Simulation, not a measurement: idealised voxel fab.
process module | voxel transistor to metal
The cross-section on display is named cut; it measures 295 nm wide, and its cells are 5 nm squares.
When this document writes out a cross-section, it uses a grid of square cells and lists it as bands, beginning at the top and moving down, with a band standing for one or more rows of cells.
In this notation a band is specified by the heights of its top and bottom, in that order and in nm, after which its materials appear from left to right, each paired with its width in nm. The word "full width" attached to a single material means that material fills the band from edge to edge; the word "empty" stands for empty space.
Where do heights start? At 0: under that level the wafer as delivered is made of one material only. And the lowest band has no floor; it just carries on downward, as in "0..down".
Quick explanation for "30 to 40": the width changes in equal steps down the rows of cells, from the first number in the band's top row to the second number in its bottom row.
Where the words "nothing changed" appear for a step, the cross-section shows no cell changed by that step; every cell remained as before.
In the "Fully sealed cavities" entry, you get each enclosed empty space of 8 cells or more, one with no open way to the top, written width x height at distance, distance from the left edge, in nm.
Text after the settings on a step's line: the simulator's own remark on that step.
Each step line may optionally specify "overlay nm", which for a step with a mask gives the rightward distance between the mask's planned place and where it lay, a negative value indicating the leftward direction.
Read each pair as before and after one process step. The after cross-section shows only down to the lowest band that changed. The step between them and its settings are given below the pair. Pairs can come from different runs of this module on the same starting wafer. A pair continues from the pair above only where its "Pre-step cross-section" entry says so.

### Pre-step cross-section
  35..25 | 25 SiO2 | 5 TiN | 5 Ru | 5 TiN | 65 SiO2 | 5 TiN | 5 Ru | 5 TiN | 50 SiO2 | 5 TiN | 5 Ru | 5 TiN | 65 SiO2 | 5 TiN | 5 Ru | 5 TiN | 30 SiO2
  25..5 | 25 SiO2 | 5 TiN | 5 Ru | 5 TiN | 5 SiO2 | 10 SiN | 5 HfO2 | 5 TiN | 15 W | 5 TiN | 5 HfO2 | 10 SiN | 5 SiO2 | 5 TiN | 5 Ru | 5 TiN | 50 SiO2 | 5 TiN | 5 Ru | 5 TiN | 5 SiO2 | 10 SiN | 5 HfO2 | 5 TiN | 15 W | 5 TiN | 5 HfO2 | 10 SiN | 5 SiO2 | 5 TiN | 5 Ru | 5 TiN | 30 SiO2
  5..0 | 25 SiO2 | 15 TiN | 5 SiO2 | 10 SiN | 5 HfO2 | 25 TiN | 5 HfO2 | 10 SiN | 5 SiO2 | 15 TiN | 50 SiO2 | 15 TiN | 5 SiO2 | 10 SiN | 5 HfO2 | 25 TiN | 5 HfO2 | 10 SiN | 5 SiO2 | 15 TiN | 30 SiO2
  0..-5 | 15 SiO2 | 30 pSi | 5 SiO2 | 45 HfO2 | 5 SiO2 | 30 pSi | 30 SiO2 | 30 pSi | 5 SiO2 | 45 HfO2 | 5 SiO2 | 30 pSi | 20 SiO2
  -5..-45 | 20 SiO2 | 105 Si | 40 SiO2 | 105 Si | 25 SiO2
  -45..down | Si full width
  Fully sealed cavities: none

### Post-Step Cross-Section
  40..35 | TiN full width
  All layers under 35 are left as they were.
  Fully sealed cavities: none
Here is the step that sits between the two cross-sections above: DIRECTIONAL_DEP with material TiN, thk nm 5

Pre-step cross-section: no separate figure, the pair right above already shows it after its step.

### Post-Step Cross-Section
  55..40 | Ru full width
  All layers under 40 are left as they were.
  Fully sealed cavities: none
Here is the step that sits between the two cross-sections above: DIRECTIONAL_DEP with material Ru, thk nm 15

Pre-step cross-section: no separate figure, the pair right above already shows it after its step.

### Post-Step Cross-Section
  70..55 | aC full width
  All layers under 55 are left as they were.
  Fully sealed cavities: none
Here is the step that sits between the two cross-sections above: DIRECTIONAL_DEP with material aC, thk nm 15

Pre-step cross-section: no separate figure, the pair right above already shows it after its step.

### Post-Step Cross-Section
  100..70 | 25 empty | 15 resist | 65 empty | 15 resist | 50 empty | 15 resist | 65 empty | 15 resist | 30 empty
  All layers under 70 are left as they were.
  Fully sealed cavities: none
Here is the step that sits between the two cross-sections above: PATTERN with tone cover, mask id METAL_1, material resist, width nm 15, thk nm 30, overlay nm 0

Pre-step cross-section: no separate figure, the pair right above already shows it after its step.

### Post-Step Cross-Section
  85..70 | 25 empty | 15 resist | 65 empty | 15 resist | 50 empty | 15 resist | 65 empty | 15 resist | 30 empty
  70..55 | 25 empty | 15 aC | 65 empty | 15 aC | 50 empty | 15 aC | 65 empty | 15 aC | 30 empty
  All layers under 55 are left as they were.
  Fully sealed cavities: none
Here is the step that sits between the two cross-sections above: DIRECTIONAL_ETCH with etch materials aC, depth nm 15

Pre-step cross-section: no separate figure, the pair right above already shows it after its step.

### Post-Step Cross-Section
  70..55 | 25 empty | 15 aC | 65 empty | 15 aC | 50 empty | 15 aC | 65 empty | 15 aC | 30 empty
  All layers under 55 are left as they were.
  Fully sealed cavities: none
Here is the step that sits between the two cross-sections above: STRIP with etch materials resist

Pre-step cross-section: no separate figure, the pair right above already shows it after its step.

### Post-Step Cross-Section
  70..55 | 25 empty | 15 aC | 65 empty | 15 aC | 50 empty | 15 aC | 65 empty | 15 aC | 30 empty
  55..40 | 25 empty | 15 Ru | 65 empty | 15 Ru | 50 empty | 15 Ru | 65 empty | 15 Ru | 30 empty
  All layers under 40 are left as they were.
  Fully sealed cavities: none
Here is the step that sits between the two cross-sections above: DIRECTIONAL_ETCH with etch materials Ru, depth nm 15

Pre-step cross-section: no separate figure, the pair right above already shows it after its step.

### Post-Step Cross-Section
  70..55 | 25 empty | 15 aC | 65 empty | 15 aC | 50 empty | 15 aC | 65 empty | 15 aC | 30 empty
  55..40 | 25 empty | 15 Ru | 65 empty | 15 Ru | 50 empty | 15 Ru | 65 empty | 15 Ru | 30 empty
  40..35 | 25 empty | 15 TiN | 65 empty | 15 TiN | 50 empty | 15 TiN | 65 empty | 15 TiN | 30 empty
  All layers under 35 are left as they were.
  Fully sealed cavities: none
Here is the step that sits between the two cross-sections above: DIRECTIONAL_ETCH with etch materials TiN, depth nm 5

Pre-step cross-section: no separate figure, the pair right above already shows it after its step.

### Post-Step Cross-Section
  55..40 | 25 empty | 15 Ru | 65 empty | 15 Ru | 50 empty | 15 Ru | 65 empty | 15 Ru | 30 empty
  All layers under 40 are left as they were.
  Fully sealed cavities: none
Here is the step that sits between the two cross-sections above: STRIP with etch materials aC

Pre-step cross-section: no separate figure, the pair right above already shows it after its step.

### Post-Step Cross-Section
  60..55 | 20 empty | 25 SiN | 55 empty | 25 SiN | 40 empty | 25 SiN | 55 empty | 25 SiN | 25 empty
  55..40 | 20 empty | 5 SiN | 15 Ru | 5 SiN | 55 empty | 5 SiN | 15 Ru | 5 SiN | 40 empty | 5 SiN | 15 Ru | 5 SiN | 55 empty | 5 SiN | 15 Ru | 5 SiN | 25 empty
  40..35 | 25 SiN | 15 TiN | 65 SiN | 15 TiN | 50 SiN | 15 TiN | 65 SiN | 15 TiN | 30 SiN
  All layers under 35 are left as they were.
  Fully sealed cavities: none
Here is the step that sits between the two cross-sections above: CONFORMAL_DEP with material SiN, thk nm 5

Pre-step cross-section: no separate figure, the pair right above already shows it after its step.

### Post-Step Cross-Section
  65..60 | lowk full width
  60..55 | 20 lowk | 25 SiN | 55 lowk | 25 SiN | 40 lowk | 25 SiN | 55 lowk | 25 SiN | 25 lowk
  55..40 | 20 lowk | 5 SiN | 15 Ru | 5 SiN | 55 lowk | 5 SiN | 15 Ru | 5 SiN | 40 lowk | 5 SiN | 15 Ru | 5 SiN | 55 lowk | 5 SiN | 15 Ru | 5 SiN | 25 lowk
  All layers under 40 are left as they were.
  Fully sealed cavities: none
Here is the step that sits between the two cross-sections above: FILL_DEP with material lowk, thk nm 5

Pre-step cross-section: no separate figure, the pair right above already shows it after its step.

### Post-Step Cross-Section
  55..40 | 20 lowk | 5 SiN | 15 Ru | 5 SiN | 55 lowk | 5 SiN | 15 Ru | 5 SiN | 40 lowk | 5 SiN | 15 Ru | 5 SiN | 55 lowk | 5 SiN | 15 Ru | 5 SiN | 25 lowk
  All layers under 40 are left as they were.
  Fully sealed cavities: none
Here is the step that sits between the two cross-sections above: CMP with height nm 55

Pre-step cross-section: no separate figure, the pair right above already shows it after its step.

### Post-Step Cross-Section
  60..55 | SiN full width
  All layers under 55 are left as they were.
  Fully sealed cavities: none
Here is the step that sits between the two cross-sections above: CONFORMAL_DEP with material SiN, thk nm 5

### Pre-step cross-section
  15..5 | 15 empty | 115 SiN | 30 empty | 115 SiN | 20 empty
  5..0 | SiO2 full width
  0..-25 | 20 SiO2 | 105 Si | 40 SiO2 | 105 Si | 25 SiO2
  -25..down | Si full width
  Fully sealed cavities: none

### Post-Step Cross-Section
  15..5 | 15 empty | 115 SiN | 30 empty | 115 SiN | 20 empty
  5..0 | 20 empty | 105 SiO2 | 40 empty | 105 SiO2 | 25 empty
  All layers under 0 are left as they were.
  Fully sealed cavities: none
Here is the step that sits between the two cross-sections above: SELECTIVE_ETCH with etch materials SiO2, depth nm 5

Pre-step cross-section: no separate figure, the pair right above already shows it after its step.

### Post-Step Cross-Section
  5..0 | 20 empty | 105 SiO2 | 40 empty | 105 SiO2 | 25 empty
  All layers under 0 are left as they were.
  Fully sealed cavities: none
Here is the step that sits between the two cross-sections above: STRIP with etch materials SiN

Pre-step cross-section: no separate figure, the pair right above already shows it after its step.

### Post-Step Cross-Section
  35..30 | 20 empty | 105 polySi | 40 empty | 105 polySi | 25 empty
  30..5 | polySi full width
  5..0 | 20 polySi | 105 SiO2 | 40 polySi | 105 SiO2 | 25 polySi
  All layers under 0 are left as they were.
  Fully sealed cavities: none
Here is the step that sits between the two cross-sections above: DIRECTIONAL_DEP with material polySi, thk nm 30

Pre-step cross-section: no separate figure, the pair right above already shows it after its step.

### Post-Step Cross-Section
  45..40 | 20 empty | 105 SiCN | 40 empty | 105 SiCN | 25 empty
  40..35 | SiCN full width
  35..30 | 20 SiCN | 105 polySi | 40 SiCN | 105 polySi | 25 SiCN
  All layers under 30 are left as they were.
  Fully sealed cavities: none
Here is the step that sits between the two cross-sections above: DIRECTIONAL_DEP with material SiCN, thk nm 10

Pre-step cross-section: no separate figure, the pair right above already shows it after its step.

### Post-Step Cross-Section
  55..50 | 20 empty | 105 aC | 40 empty | 105 aC | 25 empty
  50..45 | aC full width
  45..40 | 20 aC | 105 SiCN | 40 aC | 105 SiCN | 25 aC
  All layers under 40 are left as they were.
  Fully sealed cavities: none
Here is the step that sits between the two cross-sections above: DIRECTIONAL_DEP with material aC, thk nm 10

Pre-step cross-section: no separate figure, the pair right above already shows it after its step.

### Post-Step Cross-Section
  80..55 | 55 empty | 35 resist | 110 empty | 35 resist | 60 empty
  All layers under 55 are left as they were.
  Fully sealed cavities: none
Here is the step that sits between the two cross-sections above: PATTERN with tone cover, mask id GATE, material resist, width nm 35, pitch nm 145, thk nm 25, overlay nm 0

Pre-step cross-section: no separate figure, the pair right above already shows it after its step.

### Post-Step Cross-Section
  70..55 | 55 empty | 35 resist | 110 empty | 35 resist | 60 empty
  55..45 | 55 empty | 35 aC | 110 empty | 35 aC | 60 empty
  45..40 | 20 empty | 105 SiCN | 40 empty | 105 SiCN | 25 empty
  All layers under 40 are left as they were.
  Fully sealed cavities: none
Here is the step that sits between the two cross-sections above: DIRECTIONAL_ETCH with etch materials aC, depth nm 10

Pre-step cross-section: no separate figure, the pair right above already shows it after its step.

### Post-Step Cross-Section
  55..45 | 55 empty | 35 aC | 110 empty | 35 aC | 60 empty
  All layers under 45 are left as they were.
  Fully sealed cavities: none
Here is the step that sits between the two cross-sections above: STRIP with etch materials resist

Pre-step cross-section: no separate figure, the pair right above already shows it after its step.

### Post-Step Cross-Section
  55..45 | 55 empty | 35 aC | 110 empty | 35 aC | 60 empty
  45..35 | 55 empty | 35 SiCN | 110 empty | 35 SiCN | 60 empty
  35..30 | 20 empty | 105 polySi | 40 empty | 105 polySi | 25 empty
  All layers under 30 are left as they were.
  Fully sealed cavities: none
Here is the step that sits between the two cross-sections above: DIRECTIONAL_ETCH with etch materials SiCN, depth nm 20

Pre-step cross-section: no separate figure, the pair right above already shows it after its step.

### Post-Step Cross-Section
  55..45 | 55 empty | 35 aC | 110 empty | 35 aC | 60 empty
  45..35 | 55 empty | 35 SiCN | 110 empty | 35 SiCN | 60 empty
  35..5 | 55 empty | 35 polySi | 110 empty | 35 polySi | 60 empty
  5..0 | 20 empty | 105 SiO2 | 40 empty | 105 SiO2 | 25 empty
  All layers under 0 are left as they were.
  Fully sealed cavities: none
Here is the step that sits between the two cross-sections above: DIRECTIONAL_ETCH with etch materials polySi, depth nm 40

Pre-step cross-section: no separate figure, the pair right above already shows it after its step.

### Post-Step Cross-Section
  45..35 | 55 empty | 35 SiCN | 110 empty | 35 SiCN | 60 empty
  All layers under 35 are left as they were.
  Fully sealed cavities: none
Here is the step that sits between the two cross-sections above: STRIP with etch materials aC

Pre-step cross-section: no separate figure, the pair right above already shows it after its step.

### Post-Step Cross-Section
  55..45 | 45 empty | 55 SiN | 90 empty | 55 SiN | 50 empty
  45..35 | 45 empty | 10 SiN | 35 SiCN | 10 SiN | 90 empty | 10 SiN | 35 SiCN | 10 SiN | 50 empty
  35..15 | 45 empty | 10 SiN | 35 polySi | 10 SiN | 90 empty | 10 SiN | 35 polySi | 10 SiN | 50 empty
  15..10 | 10 empty | 45 SiN | 35 polySi | 45 SiN | 20 empty | 45 SiN | 35 polySi | 45 SiN | 15 empty
  10..5 | 55 SiN | 35 polySi | 110 SiN | 35 polySi | 60 SiN
  5..0 | 20 SiN | 105 SiO2 | 40 SiN | 105 SiO2 | 25 SiN
  All layers under 0 are left as they were.
  Fully sealed cavities: none
Here is the step that sits between the two cross-sections above: CONFORMAL_DEP with material SiN, thk nm 10

Pre-step cross-section: no separate figure, the pair right above already shows it after its step.

### Post-Step Cross-Section
  45..35 | 45 empty | 10 SiN | 35 SiCN | 10 SiN | 90 empty | 10 SiN | 35 SiCN | 10 SiN | 50 empty
  35..5 | 45 empty | 10 SiN | 35 polySi | 10 SiN | 90 empty | 10 SiN | 35 polySi | 10 SiN | 50 empty
  5..0 | 10 empty | 10 SiN | 105 SiO2 | 10 SiN | 20 empty | 10 SiN | 105 SiO2 | 10 SiN | 15 empty
  All layers under 0 are left as they were.
  Fully sealed cavities: none
Here is the step that sits between the two cross-sections above: DIRECTIONAL_ETCH with etch materials SiN, depth nm 10

Pre-step cross-section: no separate figure, the pair right above already shows it after its step.

### Post-Step Cross-Section
  45..35 | 45 empty | 10 SiN | 35 SiCN | 10 SiN | 90 empty | 10 SiN | 35 SiCN | 10 SiN | 50 empty
  35..5 | 45 empty | 10 SiN | 35 polySi | 10 SiN | 90 empty | 10 SiN | 35 polySi | 10 SiN | 50 empty
  5..0 | 10 empty | 10 SiN | 25 empty | 55 SiO2 | 25 empty | 10 SiN | 20 empty | 10 SiN | 25 empty | 55 SiO2 | 25 empty | 10 SiN | 15 empty
  0..-5 | 10 empty | 10 SiO2 | 105 Si | 10 SiO2 | 20 empty | 10 SiO2 | 105 Si | 10 SiO2 | 15 empty
  All layers under -5 are left as they were.
  Fully sealed cavities: none
Here is the step that sits between the two cross-sections above: DIRECTIONAL_ETCH with etch materials SiO2, depth nm 5

Pre-step cross-section: no separate figure, the pair right above already shows it after its step.

### Post-Step Cross-Section
  45..35 | 45 empty | 10 SiN | 35 SiCN | 10 SiN | 90 empty | 10 SiN | 35 SiCN | 10 SiN | 50 empty
  35..5 | 45 empty | 10 SiN | 35 polySi | 10 SiN | 90 empty | 10 SiN | 35 polySi | 10 SiN | 50 empty
  5..0 | 10 empty | 10 SiN | 25 pSi | 55 SiO2 | 25 pSi | 10 SiN | 20 empty | 10 SiN | 25 pSi | 55 SiO2 | 25 pSi | 10 SiN | 15 empty
  All layers under 0 are left as they were.
  Fully sealed cavities: none
Here is the step that sits between the two cross-sections above: EPI with material pSi, thk nm 5

Pre-step cross-section: no separate figure, the pair right above already shows it after its step.

### Post-Step Cross-Section
  55..45 | SiO2 full width
  45..35 | 45 SiO2 | 10 SiN | 35 SiCN | 10 SiN | 90 SiO2 | 10 SiN | 35 SiCN | 10 SiN | 50 SiO2
  35..5 | 45 SiO2 | 10 SiN | 35 polySi | 10 SiN | 90 SiO2 | 10 SiN | 35 polySi | 10 SiN | 50 SiO2
  5..0 | 10 SiO2 | 10 SiN | 25 pSi | 55 SiO2 | 25 pSi | 10 SiN | 20 SiO2 | 10 SiN | 25 pSi | 55 SiO2 | 25 pSi | 10 SiN | 15 SiO2
  0..-25 | 20 SiO2 | 105 Si | 40 SiO2 | 105 Si | 25 SiO2
  All layers under -25 are left as they were.
  Fully sealed cavities: none
Here is the step that sits between the two cross-sections above: FILL_DEP with material SiO2, thk nm 10

Pre-step cross-section: no separate figure, the pair right above already shows it after its step.

### Post-Step Cross-Section
  30..5 | 45 SiO2 | 10 SiN | 35 polySi | 10 SiN | 90 SiO2 | 10 SiN | 35 polySi | 10 SiN | 50 SiO2
  All layers under 5 are left as they were.
  Fully sealed cavities: none
Here is the step that sits between the two cross-sections above: CMP with height nm 30

Pre-step cross-section: no separate figure, the pair right above already shows it after its step.

### Post-Step Cross-Section
  30..5 | 45 SiO2 | 10 SiN | 35 empty | 10 SiN | 90 SiO2 | 10 SiN | 35 empty | 10 SiN | 50 SiO2
  All layers under 5 are left as they were.
  Fully sealed cavities: none
Here is the step that sits between the two cross-sections above: STRIP with etch materials polySi

Pre-step cross-section: no separate figure, the pair right above already shows it after its step.

### Post-Step Cross-Section
  30..25 | 45 empty | 10 SiN | 35 empty | 10 SiN | 90 empty | 10 SiN | 35 empty | 10 SiN | 50 empty
  25..5 | 45 SiO2 | 10 SiN | 35 empty | 10 SiN | 90 SiO2 | 10 SiN | 35 empty | 10 SiN | 50 SiO2
  5..0 | 10 SiO2 | 10 SiN | 25 pSi | 5 SiO2 | 45 empty | 5 SiO2 | 25 pSi | 10 SiN | 20 SiO2 | 10 SiN | 25 pSi | 5 SiO2 | 45 empty | 5 SiO2 | 25 pSi | 10 SiN | 15 SiO2
  All layers under 0 are left as they were.
  Fully sealed cavities: none
Here is the step that sits between the two cross-sections above: SELECTIVE_ETCH with etch materials SiO2, depth nm 5

Pre-step cross-section: no separate figure, the pair right above already shows it after its step.

### Post-Step Cross-Section
  35..30 | 40 empty | 20 HfO2 | 25 empty | 20 HfO2 | 80 empty | 20 HfO2 | 25 empty | 20 HfO2 | 45 empty
  30..25 | 45 HfO2 | 10 SiN | 5 HfO2 | 25 empty | 5 HfO2 | 10 SiN | 90 HfO2 | 10 SiN | 5 HfO2 | 25 empty | 5 HfO2 | 10 SiN | 50 HfO2
  25..5 | 45 SiO2 | 10 SiN | 5 HfO2 | 25 empty | 5 HfO2 | 10 SiN | 90 SiO2 | 10 SiN | 5 HfO2 | 25 empty | 5 HfO2 | 10 SiN | 50 SiO2
  5..0 | 10 SiO2 | 10 SiN | 25 pSi | 5 SiO2 | 45 HfO2 | 5 SiO2 | 25 pSi | 10 SiN | 20 SiO2 | 10 SiN | 25 pSi | 5 SiO2 | 45 HfO2 | 5 SiO2 | 25 pSi | 10 SiN | 15 SiO2
  All layers under 0 are left as they were.
  Fully sealed cavities: none
Here is the step that sits between the two cross-sections above: CONFORMAL_DEP with material HfO2, thk nm 5

Pre-step cross-section: no separate figure, the pair right above already shows it after its step.

### Post-Step Cross-Section
  40..35 | 35 empty | 30 TiN | 15 empty | 30 TiN | 70 empty | 30 TiN | 15 empty | 30 TiN | 40 empty
  35..30 | 40 TiN | 20 HfO2 | 5 TiN | 15 empty | 5 TiN | 20 HfO2 | 80 TiN | 20 HfO2 | 5 TiN | 15 empty | 5 TiN | 20 HfO2 | 45 TiN
  30..25 | 45 HfO2 | 10 SiN | 5 HfO2 | 5 TiN | 15 empty | 5 TiN | 5 HfO2 | 10 SiN | 90 HfO2 | 10 SiN | 5 HfO2 | 5 TiN | 15 empty | 5 TiN | 5 HfO2 | 10 SiN | 50 HfO2
  25..10 | 45 SiO2 | 10 SiN | 5 HfO2 | 5 TiN | 15 empty | 5 TiN | 5 HfO2 | 10 SiN | 90 SiO2 | 10 SiN | 5 HfO2 | 5 TiN | 15 empty | 5 TiN | 5 HfO2 | 10 SiN | 50 SiO2
  10..5 | 45 SiO2 | 10 SiN | 5 HfO2 | 25 TiN | 5 HfO2 | 10 SiN | 90 SiO2 | 10 SiN | 5 HfO2 | 25 TiN | 5 HfO2 | 10 SiN | 50 SiO2
  All layers under 5 are left as they were.
  Fully sealed cavities: none
Here is the step that sits between the two cross-sections above: CONFORMAL_DEP with material TiN, thk nm 5

Pre-step cross-section: no separate figure, the pair right above already shows it after its step.

### Post-Step Cross-Section
  50..40 | W full width
  40..35 | 35 W | 30 TiN | 15 W | 30 TiN | 70 W | 30 TiN | 15 W | 30 TiN | 40 W
  35..30 | 40 TiN | 20 HfO2 | 5 TiN | 15 W | 5 TiN | 20 HfO2 | 80 TiN | 20 HfO2 | 5 TiN | 15 W | 5 TiN | 20 HfO2 | 45 TiN
  30..25 | 45 HfO2 | 10 SiN | 5 HfO2 | 5 TiN | 15 W | 5 TiN | 5 HfO2 | 10 SiN | 90 HfO2 | 10 SiN | 5 HfO2 | 5 TiN | 15 W | 5 TiN | 5 HfO2 | 10 SiN | 50 HfO2
  25..10 | 45 SiO2 | 10 SiN | 5 HfO2 | 5 TiN | 15 W | 5 TiN | 5 HfO2 | 10 SiN | 90 SiO2 | 10 SiN | 5 HfO2 | 5 TiN | 15 W | 5 TiN | 5 HfO2 | 10 SiN | 50 SiO2
  All layers under 10 are left as they were.
  Fully sealed cavities: none
Here is the step that sits between the two cross-sections above: FILL_DEP with material W, thk nm 10

Pre-step cross-section: no separate figure, the pair right above already shows it after its step.

### Post-Step Cross-Section
  25..10 | 45 SiO2 | 10 SiN | 5 HfO2 | 5 TiN | 15 W | 5 TiN | 5 HfO2 | 10 SiN | 90 SiO2 | 10 SiN | 5 HfO2 | 5 TiN | 15 W | 5 TiN | 5 HfO2 | 10 SiN | 50 SiO2
  All layers under 10 are left as they were.
  Fully sealed cavities: none
Here is the step that sits between the two cross-sections above: CMP with height nm 25

Pre-step cross-section: no separate figure, the pair right above already shows it after its step.

### Post-Step Cross-Section
  35..25 | SiO2 full width
  All layers under 25 are left as they were.
  Fully sealed cavities: none
Here is the step that sits between the two cross-sections above: DIRECTIONAL_DEP with material SiO2, thk nm 10

Pre-step cross-section: no separate figure, the pair right above already shows it after its step.

### Post-Step Cross-Section
  35..25 | 25 SiO2 | 15 empty | 65 SiO2 | 15 empty | 50 SiO2 | 15 empty | 65 SiO2 | 15 empty | 30 SiO2
  25..10 | 25 SiO2 | 15 empty | 5 SiO2 | 10 SiN | 5 HfO2 | 5 TiN | 15 W | 5 TiN | 5 HfO2 | 10 SiN | 5 SiO2 | 15 empty | 50 SiO2 | 15 empty | 5 SiO2 | 10 SiN | 5 HfO2 | 5 TiN | 15 W | 5 TiN | 5 HfO2 | 10 SiN | 5 SiO2 | 15 empty | 30 SiO2
  10..5 | 25 SiO2 | 15 empty | 5 SiO2 | 10 SiN | 5 HfO2 | 25 TiN | 5 HfO2 | 10 SiN | 5 SiO2 | 15 empty | 50 SiO2 | 15 empty | 5 SiO2 | 10 SiN | 5 HfO2 | 25 TiN | 5 HfO2 | 10 SiN | 5 SiO2 | 15 empty | 30 SiO2
  All layers under 5 are left as they were.
  Fully sealed cavities: none
Here is the step that sits between the two cross-sections above: MASKED_ETCH with tone open, mask id CONTACT, width nm 15, etch materials SiO2, depth nm 35, overlay nm 0

Pre-step cross-section: no separate figure, the pair right above already shows it after its step.

### Post-Step Cross-Section
  40..35 | 30 TiN | 5 empty | 75 TiN | 5 empty | 60 TiN | 5 empty | 75 TiN | 5 empty | 35 TiN
  35..25 | 25 SiO2 | 5 TiN | 5 empty | 5 TiN | 65 SiO2 | 5 TiN | 5 empty | 5 TiN | 50 SiO2 | 5 TiN | 5 empty | 5 TiN | 65 SiO2 | 5 TiN | 5 empty | 5 TiN | 30 SiO2
  25..10 | 25 SiO2 | 5 TiN | 5 empty | 5 TiN | 5 SiO2 | 10 SiN | 5 HfO2 | 5 TiN | 15 W | 5 TiN | 5 HfO2 | 10 SiN | 5 SiO2 | 5 TiN | 5 empty | 5 TiN | 50 SiO2 | 5 TiN | 5 empty | 5 TiN | 5 SiO2 | 10 SiN | 5 HfO2 | 5 TiN | 15 W | 5 TiN | 5 HfO2 | 10 SiN | 5 SiO2 | 5 TiN | 5 empty | 5 TiN | 30 SiO2
  10..5 | 25 SiO2 | 15 TiN | 5 SiO2 | 10 SiN | 5 HfO2 | 25 TiN | 5 HfO2 | 10 SiN | 5 SiO2 | 15 TiN | 50 SiO2 | 15 TiN | 5 SiO2 | 10 SiN | 5 HfO2 | 25 TiN | 5 HfO2 | 10 SiN | 5 SiO2 | 15 TiN | 30 SiO2
  All layers under 5 are left as they were.
  Fully sealed cavities: none
Here is the step that sits between the two cross-sections above: CONFORMAL_DEP with material TiN, thk nm 5

Pre-step cross-section: no separate figure, the pair right above already shows it after its step.

### Post-Step Cross-Section
  45..40 | Ru full width
  40..35 | 30 TiN | 5 Ru | 75 TiN | 5 Ru | 60 TiN | 5 Ru | 75 TiN | 5 Ru | 35 TiN
  35..25 | 25 SiO2 | 5 TiN | 5 Ru | 5 TiN | 65 SiO2 | 5 TiN | 5 Ru | 5 TiN | 50 SiO2 | 5 TiN | 5 Ru | 5 TiN | 65 SiO2 | 5 TiN | 5 Ru | 5 TiN | 30 SiO2
  25..10 | 25 SiO2 | 5 TiN | 5 Ru | 5 TiN | 5 SiO2 | 10 SiN | 5 HfO2 | 5 TiN | 15 W | 5 TiN | 5 HfO2 | 10 SiN | 5 SiO2 | 5 TiN | 5 Ru | 5 TiN | 50 SiO2 | 5 TiN | 5 Ru | 5 TiN | 5 SiO2 | 10 SiN | 5 HfO2 | 5 TiN | 15 W | 5 TiN | 5 HfO2 | 10 SiN | 5 SiO2 | 5 TiN | 5 Ru | 5 TiN | 30 SiO2
  All layers under 10 are left as they were.
  Fully sealed cavities: none
Here is the step that sits between the two cross-sections above: FILL_DEP with material Ru, thk nm 5

Pre-step cross-section: no separate figure, the pair right above already shows it after its step.

### Post-Step Cross-Section
  35..25 | 25 SiO2 | 5 TiN | 5 Ru | 5 TiN | 65 SiO2 | 5 TiN | 5 Ru | 5 TiN | 50 SiO2 | 5 TiN | 5 Ru | 5 TiN | 65 SiO2 | 5 TiN | 5 Ru | 5 TiN | 30 SiO2
  All layers under 25 are left as they were.
  Fully sealed cavities: none
Here is the step that sits between the two cross-sections above: CMP with height nm 35

Pre-step cross-section: no separate figure, the pair right above already shows it after its step.

### Post-Step Cross-Section
  40..35 | TiN full width
  All layers under 35 are left as they were.
  Fully sealed cavities: none
Here is the step that sits between the two cross-sections above: DIRECTIONAL_DEP with material TiN, thk nm 5

Pre-step cross-section: no separate figure, the pair right above already shows it after its step.

### Post-Step Cross-Section
  55..40 | Ru full width
  All layers under 40 are left as they were.
  Fully sealed cavities: none
Here is the step that sits between the two cross-sections above: DIRECTIONAL_DEP with material Ru, thk nm 15

Pre-step cross-section: no separate figure, the pair right above already shows it after its step.

### Post-Step Cross-Section
  70..55 | aC full width
  All layers under 55 are left as they were.
  Fully sealed cavities: none
Here is the step that sits between the two cross-sections above: DIRECTIONAL_DEP with material aC, thk nm 15

Pre-step cross-section: no separate figure, the pair right above already shows it after its step.

### Post-Step Cross-Section
  100..70 | 25 empty | 15 resist | 65 empty | 15 resist | 50 empty | 15 resist | 65 empty | 15 resist | 30 empty
  All layers under 70 are left as they were.
  Fully sealed cavities: none
Here is the step that sits between the two cross-sections above: PATTERN with tone cover, mask id METAL_1, material resist, width nm 15, thk nm 30, overlay nm 0

Pre-step cross-section: no separate figure, the pair right above already shows it after its step.

### Post-Step Cross-Section
  85..70 | 25 empty | 15 resist | 65 empty | 15 resist | 50 empty | 15 resist | 65 empty | 15 resist | 30 empty
  70..55 | 25 empty | 15 aC | 65 empty | 15 aC | 50 empty | 15 aC | 65 empty | 15 aC | 30 empty
  All layers under 55 are left as they were.
  Fully sealed cavities: none
Here is the step that sits between the two cross-sections above: DIRECTIONAL_ETCH with etch materials aC, depth nm 15

Pre-step cross-section: no separate figure, the pair right above already shows it after its step.

### Post-Step Cross-Section
  70..55 | 25 empty | 15 aC | 65 empty | 15 aC | 50 empty | 15 aC | 65 empty | 15 aC | 30 empty
  All layers under 55 are left as they were.
  Fully sealed cavities: none
Here is the step that sits between the two cross-sections above: STRIP with etch materials resist

Pre-step cross-section: no separate figure, the pair right above already shows it after its step.

### Post-Step Cross-Section
  70..55 | 25 empty | 15 aC | 65 empty | 15 aC | 50 empty | 15 aC | 65 empty | 15 aC | 30 empty
  55..40 | 25 empty | 15 Ru | 65 empty | 15 Ru | 50 empty | 15 Ru | 65 empty | 15 Ru | 30 empty
  All layers under 40 are left as they were.
  Fully sealed cavities: none
Here is the step that sits between the two cross-sections above: DIRECTIONAL_ETCH with etch materials Ru, depth nm 15

Pre-step cross-section: no separate figure, the pair right above already shows it after its step.

### Post-Step Cross-Section
  70..55 | 25 empty | 15 aC | 65 empty | 15 aC | 50 empty | 15 aC | 65 empty | 15 aC | 30 empty
  55..40 | 25 empty | 15 Ru | 65 empty | 15 Ru | 50 empty | 15 Ru | 65 empty | 15 Ru | 30 empty
  40..35 | 25 empty | 15 TiN | 65 empty | 15 TiN | 50 empty | 15 TiN | 65 empty | 15 TiN | 30 empty
  All layers under 35 are left as they were.
  Fully sealed cavities: none
Here is the step that sits between the two cross-sections above: DIRECTIONAL_ETCH with etch materials TiN, depth nm 5

Pre-step cross-section: no separate figure, the pair right above already shows it after its step.

### Post-Step Cross-Section
  55..40 | 25 empty | 15 Ru | 65 empty | 15 Ru | 50 empty | 15 Ru | 65 empty | 15 Ru | 30 empty
  All layers under 40 are left as they were.
  Fully sealed cavities: none
Here is the step that sits between the two cross-sections above: STRIP with etch materials aC
